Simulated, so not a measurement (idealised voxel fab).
Title: Process Module voxel quadruple lines
Each square cell in cross-section cut measures 5 nm, and the section as a whole is 165 nm wide.
Format of a cross-section: grid, square cells. Given as bands. Order: top down. Band: one or more rows of cells.
Basically the band line says how high the top is and how high the bottom is, in nm, and then what's in it from left to right, every material with its width in nm. Empty space shows up as "air", and if a single material carries "everywhere" it runs the full band edge to edge.
A quick word on heights: they are counted from 0, and under that level the wafer as it came to us is one material throughout. The lowest band is different from the rest in having no bottom; it simply continues downward, written as in "from 0 down".
Note: "30..40" means the width goes from the first number (top row of the band) to the second number (bottom row) in equal steps per row of cells.
The designation "no alterations made", where it is given for a processing step, indicates that no cell of the cross-section was altered in the course of that step.
Closed empty spaces (no open way to the top) of 8 cells or more are what "Closed void catalog" lists, each as width x height at distance from the left edge, nm for all three.
What comes after the settings on a step's line is commentary from the simulator itself on that step.
You can add "overlay nm" to a step's line. For a step with a mask, it describes how far the mask lay to the right of its planned position, and a negative number describes a lay to the left.

**Process steps foreseen in the plan**
1) RECEIVE | material Si
2) CONFORMAL_DEP | material SiO2 | thk nm 10
3) DIRECTIONAL_DEP | material TiN | thk nm 15
4) DIRECTIONAL_DEP | material polySi | thk nm 15
5) DIRECTIONAL_DEP | material aC | thk nm 20
6) PATTERN | tone cover | mask id MANDREL | material resist | width nm 25 | thk nm 30 | overlay nm -15
7) DIRECTIONAL_ETCH | etch materials aC | depth nm 20
8) STRIP | etch materials resist
9) CONFORMAL_DEP | material SiO2 | thk nm 15
10) DIRECTIONAL_ETCH | etch materials SiO2 | depth nm 15
11) STRIP | etch materials aC
12) DIRECTIONAL_ETCH | etch materials polySi | depth nm 15
13) STRIP | etch materials SiO2
14) CONFORMAL_DEP | material SiCN | thk nm 5
15) DIRECTIONAL_ETCH | etch materials SiCN | depth nm 5
16) STRIP | etch materials polySi
17) DIRECTIONAL_ETCH | etch materials TiN | depth nm 15
18) STRIP | etch materials SiCN
The wafers are alike at the start. At step 6, their overlay nm differs. The plan lists the first wafer's value.

**Received wafers, first of several: cross-section after step 1**
> from 0 down  Si everywhere
> Closed void catalog: none

**Once step 18, the last step, is complete, the module is at its end; this is the cross-section of the first of several wafers**
> from 25 to 10  air (35) | TiN (5) | air (15) | TiN (5) | air (15) | TiN (5) | air (15) | TiN (5) | air (65)
> from 10 to 0  SiO2 everywhere
> from 0 down  Si everywhere
> Closed void catalog: none

**Cross-sectional depiction of the last of several wafers upon completion of the module**
> from 25 to 10  air (65) | TiN (5) | air (15) | TiN (5) | air (15) | TiN (5) | air (15) | TiN (5) | air (35)
> from 10 to 0  SiO2 everywhere
> from 0 down  Si everywhere
> Closed void catalog: none

**Tabulated below, wafer by wafer, are the end-of-module results: for each material, the number of cells gained (+) or lost (-) relative to the as-received state, followed by the closed voids**
overlay nm -15; +66 SiO2; +12 TiN; Closed void catalog: none
overlay nm -10; +66 SiO2; +12 TiN; Closed void catalog: none
overlay nm -5; +66 SiO2; +12 TiN; Closed void catalog: none
overlay nm 0; +66 SiO2; +12 TiN; Closed void catalog: none
overlay nm 5; +66 SiO2; +12 TiN; Closed void catalog: none
overlay nm 10; +66 SiO2; +12 TiN; Closed void catalog: none
overlay nm 15; +66 SiO2; +12 TiN; Closed void catalog: none
